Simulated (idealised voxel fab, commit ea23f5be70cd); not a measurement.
Herein follows the process module entitled voxel wiring stack.
In the cross-section labelled cut, the width is 165 nm and each square cell is 5 nm.
When this document writes out a cross-section, it uses a grid of square cells and lists it as bands, beginning at the top and moving down, with a band standing for one or more rows of cells. Heights first: top, then bottom, in nm. Then materials, left to right, each with a width in nm. "all across" on a single material: fills the band edge to edge. "air": empty space. Heights are reckoned from 0. Under this level, the received wafer is all of one material. The bottommost band is open-ended downward, for example "0 down". Width spec "30..40" -> top row of cells at first value, bottom row at second value, equal per-row change in between. "changes: none" (step): cross-section cells unchanged, all of them. "Enclosed cavity list" - sealed voids, min. 8 cells, no opening to top; format: width x height at distance (distance from left edge; nm throughout). Formally, on a step line, whatever follows the settings is a remark that the simulator itself makes on the step. "overlay nm" denotes, for a step that has a mask, the displacement of the mask to the right of its planned place, with negative values corresponding to the left. Reading key. Pairs: pre-step and post-step cross-section, one process step apart; post-step view only to lowest changed band. Step between + settings: beneath pair. Runs: pairs may be from different runs of this module, same starting wafer. Continuation from pair above: only where "Before the process" entry says.
Before the process
	115 to 105: 20 nm air, then 25 nm aC, then 65 nm air, then 25 nm aC, then 30 nm air
	105 to 95: 20 nm air, then 25 nm W, then 5 nm aC, then 15 nm air, then 30 nm aC, then 15 nm air, then 25 nm W, then 5 nm aC, then 25 nm air
	95 to 80: 20 nm air, then 30 nm W, then 15 nm air, then 30 nm W, then 15 nm air, then 30 nm W, then 25 nm air
	80 to 75: 10 nm air, then 35 nm TiN, then 5 nm W, then 15 nm air, then 30 nm W, then 5 nm air, then 35 nm TiN, then 5 nm W, then 25 nm air
	75 to 70: 10 nm air, then 35 nm Ru, then 5 nm W, then 15 nm air, then 30 nm W, then 5 nm air, then 35 nm Ru, then 5 nm W, then 25 nm air
	70 to 65: 10 nm TiN, then 35 nm Ru, then 55 nm TiN, then 35 nm Ru, then 30 nm TiN
	65 to 45: 20 nm SiO2, then 15 nm Ru, then 75 nm SiO2, then 15 nm Ru, then 40 nm SiO2
	45 to 40: 20 nm SiCN, then 15 nm Ru, then 75 nm SiCN, then 15 nm Ru, then 40 nm SiCN
	40 to 20: 15 nm lowk, then 5 nm SiN, then 30 nm W, then 5 nm SiN, then 5 nm lowk, then 5 nm SiN, then 30 nm W, then 5 nm SiN, then 5 nm lowk, then 5 nm SiN, then 30 nm W, then 5 nm SiN, then 20 nm lowk
	20 to 15: 20 nm SiN, then 30 nm TiN, then 15 nm SiN, then 30 nm TiN, then 15 nm SiN, then 30 nm TiN, then 25 nm SiN
	15 to 0: SiO2 all across
	0 down: Si all across
	Enclosed cavity list: none
Resulting Cross-Section
	115 to 105: 20 nm air, then 25 nm aC, then 65 nm air, then 25 nm aC, then 30 nm air
	105 to 95: 20 nm air, then 25 nm W, then 5 nm aC, then 15 nm air, then 30 nm aC, then 15 nm air, then 25 nm W, then 5 nm aC, then 25 nm air
	95 to 80: 20 nm air, then 30 nm W, then 15 nm air, then 30 nm W, then 15 nm air, then 30 nm W, then 25 nm air
	80 to 75: 20 nm air, then 25 nm TiN, then 5 nm W, then 15 nm air, then 30 nm W, then 15 nm air, then 25 nm TiN, then 5 nm W, then 25 nm air
	75 to 70: 10 nm air, then 35 nm Ru, then 5 nm W, then 15 nm air, then 30 nm W, then 5 nm air, then 35 nm Ru, then 5 nm W, then 25 nm air
	70 to 65: 10 nm air, then 35 nm Ru, then 5 nm TiN, then 15 nm air, then 30 nm TiN, then 5 nm air, then 35 nm Ru, then 5 nm TiN, then 25 nm air
	below 65: unchanged
	Enclosed cavity list: none
What was done to get from the before section above to the after section? DIRECTIONAL_ETCH [etch materials TiN] [depth nm 5]
Before the process: just use the after drawing of the pair above as your starting point.
Resulting Cross-Section
	105 to 95: 20 nm air, then 25 nm W, then 65 nm air, then 25 nm W, then 30 nm air
	below 95: unchanged
	Enclosed cavity list: none
What was done to get from the before section above to the after section? STRIP [etch materials aC]
Before the process: just use the after drawing of the pair above as your starting point.
Resulting Cross-Section
	110 to 105: 15 nm air, then 35 nm SiN, then 55 nm air, then 35 nm SiN, then 25 nm air
	105 to 100: 15 nm air, then 5 nm SiN, then 25 nm W, then 5 nm SiN, then 55 nm air, then 5 nm SiN, then 25 nm W, then 5 nm SiN, then 25 nm air
	100 to 95: 15 nm air, then 5 nm SiN, then 25 nm W, then 10 nm SiN, then 5 nm air, then 40 nm SiN, then 5 nm air, then 5 nm SiN, then 25 nm W, then 10 nm SiN, then 20 nm air
	95 to 80: 15 nm air, then 5 nm SiN, then 30 nm W, then 5 nm SiN, then 5 nm air, then 5 nm SiN, then 30 nm W, then 5 nm SiN, then 5 nm air, then 5 nm SiN, then 30 nm W, then 5 nm SiN, then 20 nm air
	80 to 75: 5 nm air, then 15 nm SiN, then 25 nm TiN, then 5 nm W, then 5 nm SiN, then 5 nm air, then 5 nm SiN, then 30 nm W, then 15 nm SiN, then 25 nm TiN, then 5 nm W, then 5 nm SiN, then 20 nm air
	75 to 70: 5 nm air, then 5 nm SiN, then 35 nm Ru, then 5 nm W, then 5 nm SiN, then 5 nm air, then 5 nm SiN, then 30 nm W, then 5 nm SiN, then 35 nm Ru, then 5 nm W, then 5 nm SiN, then 20 nm air
	70 to 65: 10 nm SiN, then 35 nm Ru, then 5 nm TiN, then 15 nm SiN, then 30 nm TiN, then 5 nm SiN, then 35 nm Ru, then 5 nm TiN, then 25 nm SiN
	below 65: unchanged
	Enclosed cavity list: none
What was done to get from the before section above to the after section? CONFORMAL_DEP [material SiN] [thk nm 5]
Before the process: just use the after drawing of the pair above as your starting point.
Resulting Cross-Section
	115 to 110: lowk all across
	110 to 105: 15 nm lowk, then 35 nm SiN, then 55 nm lowk, then 35 nm SiN, then 25 nm lowk
	105 to 100: 15 nm lowk, then 5 nm SiN, then 25 nm W, then 5 nm SiN, then 55 nm lowk, then 5 nm SiN, then 25 nm W, then 5 nm SiN, then 25 nm lowk
	100 to 95: 15 nm lowk, then 5 nm SiN, then 25 nm W, then 10 nm SiN, then 5 nm lowk, then 40 nm SiN, then 5 nm lowk, then 5 nm SiN, then 25 nm W, then 10 nm SiN, then 20 nm lowk
	95 to 80: 15 nm lowk, then 5 nm SiN, then 30 nm W, then 5 nm SiN, then 5 nm lowk, then 5 nm SiN, then 30 nm W, then 5 nm SiN, then 5 nm lowk, then 5 nm SiN, then 30 nm W, then 5 nm SiN, then 20 nm lowk
	80 to 75: 5 nm lowk, then 15 nm SiN, then 25 nm TiN, then 5 nm W, then 5 nm SiN, then 5 nm lowk, then 5 nm SiN, then 30 nm W, then 15 nm SiN, then 25 nm TiN, then 5 nm W, then 5 nm SiN, then 20 nm lowk
	75 to 70: 5 nm lowk, then 5 nm SiN, then 35 nm Ru, then 5 nm W, then 5 nm SiN, then 5 nm lowk, then 5 nm SiN, then 30 nm W, then 5 nm SiN, then 35 nm Ru, then 5 nm W, then 5 nm SiN, then 20 nm lowk
	below 70: unchanged
	Enclosed cavity list: none
What was done to get from the before section above to the after section? FILL_DEP [material lowk] [thk nm 5]
Before the process: just use the after drawing of the pair above as your starting point.
Resulting Cross-Section
	95 to 80: 15 nm lowk, then 5 nm SiN, then 30 nm W, then 5 nm SiN, then 5 nm lowk, then 5 nm SiN, then 30 nm W, then 5 nm SiN, then 5 nm lowk, then 5 nm SiN, then 30 nm W, then 5 nm SiN, then 20 nm lowk
	below 80: unchanged
	Enclosed cavity list: none
What was done to get from the before section above to the after section? CMP [height nm 95]
Before the process: just use the after drawing of the pair above as your starting point.
Resulting Cross-Section
	100 to 95: SiCN all across
	below 95: unchanged
	Enclosed cavity list: none
What was done to get from the before section above to the after section? CONFORMAL_DEP [material SiCN] [thk nm 5]
Before the process: just use the after drawing of the pair above as your starting point.
Resulting Cross-Section
	110 to 100: lowk all across
	below 100: unchanged
	Enclosed cavity list: none
What was done to get from the before section above to the after section? DIRECTIONAL_DEP [material lowk] [thk nm 10]
Before the process: just use the after drawing of the pair above as your starting point.
Resulting Cross-Section
	110 to 100: 20 nm lowk, then 15 nm air, then 75 nm lowk, then 15 nm air, then 40 nm lowk
	below 100: unchanged
	Enclosed cavity list: none
What was done to get from the before section above to the after section? MASKED_ETCH [tone open] [mask id PLUG_2] [width nm 15] [pitch nm 90] [etch materials lowk] [depth nm 10] [overlay nm 0]
Before the process: just use the after drawing of the pair above as your starting point.
Resulting Cross-Section
	110 to 100: 20 nm lowk, then 15 nm air, then 75 nm lowk, then 15 nm air, then 40 nm lowk
	100 to 95: 20 nm SiCN, then 15 nm air, then 75 nm SiCN, then 15 nm air, then 40 nm SiCN
	below 95: unchanged
	Enclosed cavity list: none
What was done to get from the before section above to the after section? MASKED_ETCH [tone open] [mask id PLUG_2] [width nm 15] [pitch nm 90] [etch materials SiCN] [depth nm 5] [overlay nm 0]
Before the process: just use the after drawing of the pair above as your starting point.
Resulting Cross-Section
	110 to 105: 20 nm lowk, then 15 nm air, then 75 nm lowk, then 15 nm air, then 40 nm lowk
	105 to 100: 20 nm lowk, then 15 nm Ru, then 75 nm lowk, then 15 nm Ru, then 40 nm lowk
	100 to 95: 20 nm SiCN, then 15 nm Ru, then 75 nm SiCN, then 15 nm Ru, then 40 nm SiCN
	below 95: unchanged
	Enclosed cavity list: none
What was done to get from the before section above to the after section? EPI [material Ru] [thk nm 10]
Before the process: just use the after drawing of the pair above as your starting point.
Resulting Cross-Section
	110 to 100: 20 nm lowk, then 15 nm Ru, then 75 nm lowk, then 15 nm Ru, then 40 nm lowk
	below 100: unchanged
	Enclosed cavity list: none
What was done to get from the before section above to the after section? EPI [material Ru] [thk nm 5]
Before the process: just use the after drawing of the pair above as your starting point.
Resulting Cross-Section
	115 to 110: TiN all across
	below 110: unchanged
	Enclosed cavity list: none
What was done to get from the before section above to the after section? DIRECTIONAL_DEP [material TiN] [thk nm 5]
Before the process: just use the after drawing of the pair above as your starting point.
Resulting Cross-Section
	130 to 115: W all across
	below 115: unchanged
	Enclosed cavity list: none
What was done to get from the before section above to the after section? DIRECTIONAL_DEP [material W] [thk nm 15]
Before the process: just use the after drawing of the pair above as your starting point.
Resulting Cross-Section
	130 to 115: 20 nm air, then 30 nm W, then 15 nm air, then 30 nm W, then 15 nm air, then 30 nm W, then 25 nm air
	below 115: unchanged
	Enclosed cavity list: none
What was done to get from the before section above to the after section? MASKED_ETCH [tone cover] [mask id METAL_3] [width nm 30] [pitch nm 45] [etch materials W] [depth nm 15] [overlay nm 0]
Before the process: just use the after drawing of the pair above as your starting point.
Resulting Cross-Section
	130 to 115: 20 nm air, then 30 nm W, then 15 nm air, then 30 nm W, then 15 nm air, then 30 nm W, then 25 nm air
	115 to 110: 20 nm air, then 30 nm TiN, then 15 nm air, then 30 nm TiN, then 15 nm air, then 30 nm TiN, then 25 nm air
	below 110: unchanged
	Enclosed cavity list: none
What was done to get from the before section above to the after section? MASKED_ETCH [tone cover] [mask id METAL_3] [width nm 30] [pitch nm 45] [etch materials TiN] [depth nm 5] [overlay nm 0]
Before the process: just use the after drawing of the pair above as your starting point.
Resulting Cross-Section
	140 to 130: SiO2 all across
	130 to 115: 20 nm SiO2, then 30 nm W, then 15 nm SiO2, then 30 nm W, then 15 nm SiO2, then 30 nm W, then 25 nm SiO2
	115 to 110: 20 nm SiO2, then 30 nm TiN, then 15 nm SiO2, then 30 nm TiN, then 15 nm SiO2, then 30 nm TiN, then 25 nm SiO2
	below 110: unchanged
	Enclosed cavity list: none
What was done to get from the before section above to the after section? FILL_DEP [material SiO2] [thk nm 10]
Before the process: just use the after drawing of the pair above as your starting point.
Resulting Cross-Section
	130 to 115: 20 nm SiO2, then 30 nm W, then 15 nm SiO2, then 30 nm W, then 15 nm SiO2, then 30 nm W, then 25 nm SiO2
	below 115: unchanged
	Enclosed cavity list: none
What was done to get from the before section above to the after section? CMP [height nm 130]
Before the process: just use the after drawing of the pair above as your starting point.
Resulting Cross-Section
	135 to 130: SiCN all across
	below 130: unchanged
	Enclosed cavity list: none
What was done to get from the before section above to the after section? CONFORMAL_DEP [material SiCN] [thk nm 5]
Before the process: just use the after drawing of the pair above as your starting point.
Resulting Cross-Section
	145 to 135: lowk all across
	below 135: unchanged
	Enclosed cavity list: none
What was done to get from the before section above to the after section? DIRECTIONAL_DEP [material lowk] [thk nm 10]
Before the process: just use the after drawing of the pair above as your starting point.
Resulting Cross-Section
	165 to 145: 20 nm resist, then 15 nm air, then 30 nm resist, then 15 nm air, then 30 nm resist, then 15 nm air, then 40 nm resist
	below 145: unchanged
	Enclosed cavity list: none
What was done to get from the before section above to the after section? PATTERN [tone open] [mask id PLUG_3] [material resist] [width nm 15] [pitch nm 45] [thk nm 20] [overlay nm 0]
Before the process: just use the after drawing of the pair above as your starting point.
Resulting Cross-Section
	165 to 145: 20 nm resist, then 15 nm air, then 30 nm resist, then 15 nm air, then 30 nm resist, then 15 nm air, then 40 nm resist
	145 to 135: 20 nm lowk, then 15 nm air, then 30 nm lowk, then 15 nm air, then 30 nm lowk, then 15 nm air, then 40 nm lowk
	below 135: unchanged
	Enclosed cavity list: none
What was done to get from the before section above to the after section? DIRECTIONAL_ETCH [etch materials lowk] [depth nm 10]
Before the process: just use the after drawing of the pair above as your starting point.
Resulting Cross-Section
	165 to 145: 20 nm resist, then 15 nm air, then 30 nm resist, then 15 nm air, then 30 nm resist, then 15 nm air, then 40 nm resist
	145 to 135: 20 nm lowk, then 15 nm air, then 30 nm lowk, then 15 nm air, then 30 nm lowk, then 15 nm air, then 40 nm lowk
	135 to 130: 20 nm SiCN, then 15 nm air, then 30 nm SiCN, then 15 nm air, then 30 nm SiCN, then 15 nm air, then 40 nm SiCN
	below 130: unchanged
	Enclosed cavity list: none
What was done to get from the before section above to the after section? DIRECTIONAL_ETCH [etch materials SiCN] [depth nm 5]
Before the process: just use the after drawing of the pair above as your starting point.
Resulting Cross-Section
	145 to 135: 20 nm lowk, then 15 nm air, then 30 nm lowk, then 15 nm air, then 30 nm lowk, then 15 nm air, then 40 nm lowk
	below 135: unchanged
	Enclosed cavity list: none
What was done to get from the before section above to the after section? STRIP [etch materials resist]
Before the process: just use the after drawing of the pair above as your starting point.
Resulting Cross-Section
	150 to 145: 25 nm TiN, then 5 nm air, then 40 nm TiN, then 5 nm air, then 40 nm TiN, then 5 nm air, then 45 nm TiN
	145 to 135: 20 nm lowk, then 5 nm TiN, then 5 nm air, then 5 nm TiN, then 30 nm lowk, then 5 nm TiN, then 5 nm air, then 5 nm TiN, then 30 nm lowk, then 5 nm TiN, then 5 nm air, then 5 nm TiN, then 40 nm lowk
	135 to 130: 20 nm SiCN, then 15 nm TiN, then 30 nm SiCN, then 15 nm TiN, then 30 nm SiCN, then 15 nm TiN, then 40 nm SiCN
	below 130: unchanged
	Enclosed cavity list: none
What was done to get from the before section above to the after section? CONFORMAL_DEP [material TiN] [thk nm 5]
Before the process: just use the after drawing of the pair above as your starting point.
Resulting Cross-Section
	155 to 150: Cu all across
	150 to 145: 25 nm TiN, then 5 nm Cu, then 40 nm TiN, then 5 nm Cu, then 40 nm TiN, then 5 nm Cu, then 45 nm TiN
	145 to 135: 20 nm lowk, then 5 nm TiN, then 5 nm Cu, then 5 nm TiN, then 30 nm lowk, then 5 nm TiN, then 5 nm Cu, then 5 nm TiN, then 30 nm lowk, then 5 nm TiN, then 5 nm Cu, then 5 nm TiN, then 40 nm lowk
	below 135: unchanged
	Enclosed cavity list: none
What was done to get from the before section above to the after section? FILL_DEP [material Cu] [thk nm 5]
Before the process: just use the after drawing of the pair above as your starting point.
Resulting Cross-Section
	145 to 135: 20 nm lowk, then 5 nm TiN, then 5 nm Cu, then 5 nm TiN, then 30 nm lowk, then 5 nm TiN, then 5 nm Cu, then 5 nm TiN, then 30 nm lowk, then 5 nm TiN, then 5 nm Cu, then 5 nm TiN, then 40 nm lowk
	below 135: unchanged
	Enclosed cavity list: none
What was done to get from the before section above to the after section? CMP [height nm 145]
Before the process: just use the after drawing of the pair above as your starting point.
Resulting Cross-Section
	150 to 145: TiN all across
	below 145: unchanged
	Enclosed cavity list: none
What was done to get from the before section above to the after section? DIRECTIONAL_DEP [material TiN] [thk nm 5]
Before the process: just use the after drawing of the pair above as your starting point.
Resulting Cross-Section
	170 to 150: W all across
	below 150: unchanged
	Enclosed cavity list: none
What was done to get from the before section above to the after section? DIRECTIONAL_DEP [material W] [thk nm 20]
Before the process: just use the after drawing of the pair above as your starting point.
Resulting Cross-Section
	170 to 150: 20 nm air, then 30 nm W, then 15 nm air, then 30 nm W, then 15 nm air, then 30 nm W, then 25 nm air
	below 150: unchanged
	Enclosed cavity list: none
What was done to get from the before section above to the after section? MASKED_ETCH [tone cover] [mask id METAL_4] [width nm 30] [pitch nm 45] [etch materials W] [depth nm 20] [overlay nm 0]
Before the process: just use the after drawing of the pair above as your starting point.
Resulting Cross-Section
	170 to 150: 20 nm air, then 30 nm W, then 15 nm air, then 30 nm W, then 15 nm air, then 30 nm W, then 25 nm air
	150 to 145: 20 nm air, then 30 nm TiN, then 15 nm air, then 30 nm TiN, then 15 nm air, then 30 nm TiN, then 25 nm air
	below 145: unchanged
	Enclosed cavity list: none
What was done to get from the before section above to the after section? MASKED_ETCH [tone cover] [mask id METAL_4] [width nm 30] [pitch nm 45] [etch materials TiN] [depth nm 5] [overlay nm 0]
Before the process: just use the after drawing of the pair above as your starting point.
Resulting Cross-Section
	175 to 170: 15 nm air, then 40 nm SiCN, then 5 nm air, then 40 nm SiCN, then 5 nm air, then 40 nm SiCN, then 20 nm air
	170 to 150: 15 nm air, then 5 nm SiCN, then 30 nm W, then 5 nm SiCN, then 5 nm air, then 5 nm SiCN, then 30 nm W, then 5 nm SiCN, then 5 nm air, then 5 nm SiCN, then 30 nm W, then 5 nm SiCN, then 20 nm air
	150 to 145: 20 nm SiCN, then 30 nm TiN, then 15 nm SiCN, then 30 nm TiN, then 15 nm SiCN, then 30 nm TiN, then 25 nm SiCN
	below 145: unchanged
	Enclosed cavity list: none
What was done to get from the before section above to the after section? CONFORMAL_DEP [material SiCN] [thk nm 5]
Before the process: just use the after drawing of the pair above as your starting point.
Resulting Cross-Section
	185 to 175: SiO2 all across
	175 to 170: 15 nm SiO2, then 40 nm SiCN, then 5 nm SiO2, then 40 nm SiCN, then 5 nm SiO2, then 40 nm SiCN, then 20 nm SiO2
	170 to 150: 15 nm SiO2, then 5 nm SiCN, then 30 nm W, then 5 nm SiCN, then 5 nm SiO2, then 5 nm SiCN, then 30 nm W, then 5 nm SiCN, then 5 nm SiO2, then 5 nm SiCN, then 30 nm W, then 5 nm SiCN, then 20 nm SiO2
	below 150: unchanged
	Enclosed cavity list: none
What was done to get from the before section above to the after section? FILL_DEP [material SiO2] [thk nm 10]
Before the process: just use the after drawing of the pair above as your starting point.
Resulting Cross-Section
	170 to 150: 15 nm SiO2, then 5 nm SiCN, then 30 nm W, then 5 nm SiCN, then 5 nm SiO2, then 5 nm SiCN, then 30 nm W, then 5 nm SiCN, then 5 nm SiO2, then 5 nm SiCN, then 30 nm W, then 5 nm SiCN, then 20 nm SiO2
	below 150: unchanged
	Enclosed cavity list: none
What was done to get from the before section above to the after section? CMP [height nm 170]
Before the process: just use the after drawing of the pair above as your starting point.
Resulting Cross-Section
	175 to 170: SiCN all across
	below 170: unchanged
	Enclosed cavity list: none
What was done to get from the before section above to the after section? CONFORMAL_DEP [material SiCN] [thk nm 5]
Before the process
	65 to 45: 20 nm SiO2, then 15 nm Ru, then 75 nm SiO2, then 15 nm Ru, then 40 nm SiO2
	45 to 40: 20 nm SiCN, then 15 nm Ru, then 75 nm SiCN, then 15 nm Ru, then 40 nm SiCN
	40 to 20: 15 nm lowk, then 5 nm SiN, then 30 nm W, then 5 nm SiN, then 5 nm lowk, then 5 nm SiN, then 30 nm W, then 5 nm SiN, then 5 nm lowk, then 5 nm SiN, then 30 nm W, then 5 nm SiN, then 20 nm lowk
	20 to 15: 20 nm SiN, then 30 nm TiN, then 15 nm SiN, then 30 nm TiN, then 15 nm SiN, then 30 nm TiN, then 25 nm SiN
	15 to 0: SiO2 all across
	0 down: Si all across
	Enclosed cavity list: none
Resulting Cross-Section
	90 to 65: W all across
	below 65: unchanged
	Enclosed cavity list: none
What was done to get from the before section above to the after section? DIRECTIONAL_DEP [material W] [thk nm 25]
Before the process: just use the after drawing of the pair above as your starting point.
Resulting Cross-Section
	95 to 90: TiN all across
	below 90: unchanged
	Enclosed cavity list: none
What was done to get from the before section above to the after section? DIRECTIONAL_DEP [material TiN] [thk nm 5]
Before the process: just use the after drawing of the pair above as your starting point.
Resulting Cross-Section
	105 to 95: aC all across
	below 95: unchanged
	Enclosed cavity list: none
What was done to get from the before section above to the after section? DIRECTIONAL_DEP [material aC] [thk nm 10]
Before the process: just use the after drawing of the pair above as your starting point.
Resulting Cross-Section
	135 to 105: 20 nm air, then 30 nm resist, then 15 nm air, then 30 nm resist, then 15 nm air, then 30 nm resist, then 25 nm air
	below 105: unchanged
	Enclosed cavity list: none
What was done to get from the before section above to the after section? PATTERN [tone cover] [mask id METAL_2] [material resist] [width nm 30] [pitch nm 45] [thk nm 30] [overlay nm 0]
Before the process: just use the after drawing of the pair above as your starting point.
Resulting Cross-Section
	125 to 105: 20 nm air, then 30 nm resist, then 15 nm air, then 30 nm resist, then 15 nm air, then 30 nm resist, then 25 nm air
	105 to 95: 20 nm air, then 30 nm aC, then 15 nm air, then 30 nm aC, then 15 nm air, then 30 nm aC, then 25 nm air
	below 95: unchanged
	Enclosed cavity list: none
What was done to get from the before section above to the after section? DIRECTIONAL_ETCH [etch materials aC] [depth nm 10]
Before the process: just use the after drawing of the pair above as your starting point.
Resulting Cross-Section
	105 to 95: 20 nm air, then 30 nm aC, then 15 nm air, then 30 nm aC, then 15 nm air, then 30 nm aC, then 25 nm air
	below 95: unchanged
	Enclosed cavity list: none
What was done to get from the before section above to the after section? STRIP [etch materials resist]
Before the process: just use the after drawing of the pair above as your starting point.
Resulting Cross-Section
	105 to 95: 20 nm air, then 30 nm aC, then 15 nm air, then 30 nm aC, then 15 nm air, then 30 nm aC, then 25 nm air
	95 to 90: 20 nm air, then 30 nm TiN, then 15 nm air, then 30 nm TiN, then 15 nm air, then 30 nm TiN, then 25 nm air
	below 90: unchanged
	Enclosed cavity list: none
What was done to get from the before section above to the after section? DIRECTIONAL_ETCH [etch materials TiN] [depth nm 5]
Before the process: just use the after drawing of the pair above as your starting point.
Resulting Cross-Section
	95 to 90: 20 nm air, then 30 nm TiN, then 15 nm air, then 30 nm TiN, then 15 nm air, then 30 nm TiN, then 25 nm air
	below 90: unchanged
	Enclosed cavity list: none
What was done to get from the before section above to the after section? STRIP [etch materials aC]
Before the process: just use the after drawing of the pair above as your starting point.
Resulting Cross-Section
	100 to 95: 15 nm air, then 40 nm SiN, then 5 nm air, then 40 nm SiN, then 5 nm air, then 40 nm SiN, then 20 nm air
	95 to 90: 20 nm SiN, then 30 nm TiN, then 15 nm SiN, then 30 nm TiN, then 15 nm SiN, then 30 nm TiN, then 25 nm SiN
	below 90: unchanged
	Enclosed cavity list: none
What was done to get from the before section above to the after section? CONFORMAL_DEP [material SiN] [thk nm 5]
Before the process: just use the after drawing of the pair above as your starting point.
Resulting Cross-Section
	105 to 100: lowk all across
	100 to 95: 15 nm lowk, then 40 nm SiN, then 5 nm lowk, then 40 nm SiN, then 5 nm lowk, then 40 nm SiN, then 20 nm lowk
	below 95: unchanged
	Enclosed cavity list: none
What was done to get from the before section above to the after section? FILL_DEP [material lowk] [thk nm 5]
Before the process: just use the after drawing of the pair above as your starting point.
Resulting Cross-Section
	95 to 90: 20 nm SiN, then 30 nm TiN, then 15 nm SiN, then 30 nm TiN, then 15 nm SiN, then 30 nm TiN, then 25 nm SiN
	below 90: unchanged
	Enclosed cavity list: none
What was done to get from the before section above to the after section? CMP [height nm 95]
Before the process: just use the after drawing of the pair above as your starting point.
Resulting Cross-Section
	100 to 95: SiCN all across
	below 95: unchanged
	Enclosed cavity list: none
What was done to get from the before section above to the after section? CONFORMAL_DEP [material SiCN] [thk nm 5]
Before the process: just use the after drawing of the pair above as your starting point.
Resulting Cross-Section
	110 to 100: lowk all across
	below 100: unchanged
	Enclosed cavity list: none
What was done to get from the before section above to the after section? DIRECTIONAL_DEP [material lowk] [thk nm 10]
Before the process: just use the after drawing of the pair above as your starting point.
Resulting Cross-Section
	110 to 100: 20 nm lowk, then 15 nm air, then 75 nm lowk, then 15 nm air, then 40 nm lowk
	below 100: unchanged
	Enclosed cavity list: none
What was done to get from the before section above to the after section? MASKED_ETCH [tone open] [mask id PLUG_2] [width nm 15] [pitch nm 90] [etch materials lowk] [depth nm 10] [overlay nm 0]
Before the process: just use the after drawing of the pair above as your starting point.
Resulting Cross-Section
	110 to 100: 20 nm lowk, then 15 nm air, then 75 nm lowk, then 15 nm air, then 40 nm lowk
	100 to 95: 20 nm SiCN, then 15 nm air, then 75 nm SiCN, then 15 nm air, then 40 nm SiCN
	below 95: unchanged
	Enclosed cavity list: none
What was done to get from the before section above to the after section? MASKED_ETCH [tone open] [mask id PLUG_2] [width nm 15] [pitch nm 90] [etch materials SiCN] [depth nm 5] [overlay nm 0]
Before the process: just use the after drawing of the pair above as your starting point.
Resulting Cross-Section
	110 to 105: 20 nm lowk, then 15 nm air, then 75 nm lowk, then 15 nm air, then 40 nm lowk
	105 to 100: 20 nm lowk, then 15 nm Ru, then 75 nm lowk, then 15 nm Ru, then 40 nm lowk
	100 to 95: 20 nm SiCN, then 15 nm Ru, then 75 nm SiCN, then 15 nm Ru, then 40 nm SiCN
	below 95: unchanged
	Enclosed cavity list: none
What was done to get from the before section above to the after section? EPI [material Ru] [thk nm 10]
Before the process: just use the after drawing of the pair above as your starting point.
Resulting Cross-Section
	110 to 100: 20 nm lowk, then 15 nm Ru, then 75 nm lowk, then 15 nm Ru, then 40 nm lowk
	below 100: unchanged
	Enclosed cavity list: none
What was done to get from the before section above to the after section? EPI [material Ru] [thk nm 5]
Before the process: just use the after drawing of the pair above as your starting point.
Resulting Cross-Section
	115 to 110: TiN all across
	below 110: unchanged
	Enclosed cavity list: none
What was done to get from the before section above to the after section? DIRECTIONAL_DEP [material TiN] [thk nm 5]
Before the process: just use the after drawing of the pair above as your starting point.
Resulting Cross-Section
	130 to 115: W all across
	below 115: unchanged
	Enclosed cavity list: none
What was done to get from the before section above to the after section? DIRECTIONAL_DEP [material W] [thk nm 15]
Before the process: just use the after drawing of the pair above as your starting point.
Resulting Cross-Section
	130 to 115: 20 nm air, then 30 nm W, then 15 nm air, then 30 nm W, then 15 nm air, then 30 nm W, then 25 nm air
	below 115: unchanged
	Enclosed cavity list: none
What was done to get from the before section above to the after section? MASKED_ETCH [tone cover] [mask id METAL_3] [width nm 30] [pitch nm 45] [etch materials W] [depth nm 15] [overlay nm 0]
Before the process: just use the after drawing of the pair above as your starting point.
Resulting Cross-Section
	130 to 115: 20 nm air, then 30 nm W, then 15 nm air, then 30 nm W, then 15 nm air, then 30 nm W, then 25 nm air
	115 to 110: 20 nm air, then 30 nm TiN, then 15 nm air, then 30 nm TiN, then 15 nm air, then 30 nm TiN, then 25 nm air
	below 110: unchanged
	Enclosed cavity list: none
What was done to get from the before section above to the after section? MASKED_ETCH [tone cover] [mask id METAL_3] [width nm 30] [pitch nm 45] [etch materials TiN] [depth nm 5] [overlay nm 0]
Before the process: just use the after drawing of the pair above as your starting point.
Resulting Cross-Section
	140 to 130: SiO2 all across
	130 to 115: 20 nm SiO2, then 30 nm W, then 15 nm SiO2, then 30 nm W, then 15 nm SiO2, then 30 nm W, then 25 nm SiO2
	115 to 110: 20 nm SiO2, then 30 nm TiN, then 15 nm SiO2, then 30 nm TiN, then 15 nm SiO2, then 30 nm TiN, then 25 nm SiO2
	below 110: unchanged
	Enclosed cavity list: none
What was done to get from the before section above to the after section? FILL_DEP [material SiO2] [thk nm 10]
Before the process: just use the after drawing of the pair above as your starting point.
Resulting Cross-Section
	130 to 115: 20 nm SiO2, then 30 nm W, then 15 nm SiO2, then 30 nm W, then 15 nm SiO2, then 30 nm W, then 25 nm SiO2
	below 115: unchanged
	Enclosed cavity list: none
What was done to get from the before section above to the after section? CMP [height nm 130]
Before the process: just use the after drawing of the pair above as your starting point.
Resulting Cross-Section
	135 to 130: SiCN all across
	below 130: unchanged
	Enclosed cavity list: none
What was done to get from the before section above to the after section? CONFORMAL_DEP [material SiCN] [thk nm 5]
Before the process: just use the after drawing of the pair above as your starting point.
Resulting Cross-Section
	145 to 135: lowk all across
	below 135: unchanged
	Enclosed cavity list: none
What was done to get from the before section above to the after section? DIRECTIONAL_DEP [material lowk] [thk nm 10]
Before the process: just use the after drawing of the pair above as your starting point.
Resulting Cross-Section
	165 to 145: 20 nm resist, then 15 nm air, then 30 nm resist, then 15 nm air, then 30 nm resist, then 15 nm air, then 40 nm resist
	below 145: unchanged
	Enclosed cavity list: none
What was done to get from the before section above to the after section? PATTERN [tone open] [mask id PLUG_3] [material resist] [width nm 15] [pitch nm 45] [thk nm 20] [overlay nm 0]
Before the process: just use the after drawing of the pair above as your starting point.
Resulting Cross-Section
	165 to 145: 20 nm resist, then 15 nm air, then 30 nm resist, then 15 nm air, then 30 nm resist, then 15 nm air, then 40 nm resist
	145 to 135: 20 nm lowk, then 15 nm air, then 30 nm lowk, then 15 nm air, then 30 nm lowk, then 15 nm air, then 40 nm lowk
	below 135: unchanged
	Enclosed cavity list: none
What was done to get from the before section above to the after section? DIRECTIONAL_ETCH [etch materials lowk] [depth nm 10]
Before the process: just use the after drawing of the pair above as your starting point.
Resulting Cross-Section
	165 to 145: 20 nm resist, then 15 nm air, then 30 nm resist, then 15 nm air, then 30 nm resist, then 15 nm air, then 40 nm resist
	145 to 135: 20 nm lowk, then 15 nm air, then 30 nm lowk, then 15 nm air, then 30 nm lowk, then 15 nm air, then 40 nm lowk
	135 to 130: 20 nm SiCN, then 15 nm air, then 30 nm SiCN, then 15 nm air, then 30 nm SiCN, then 15 nm air, then 40 nm SiCN
	below 130: unchanged
	Enclosed cavity list: none
What was done to get from the before section above to the after section? DIRECTIONAL_ETCH [etch materials SiCN] [depth nm 5]
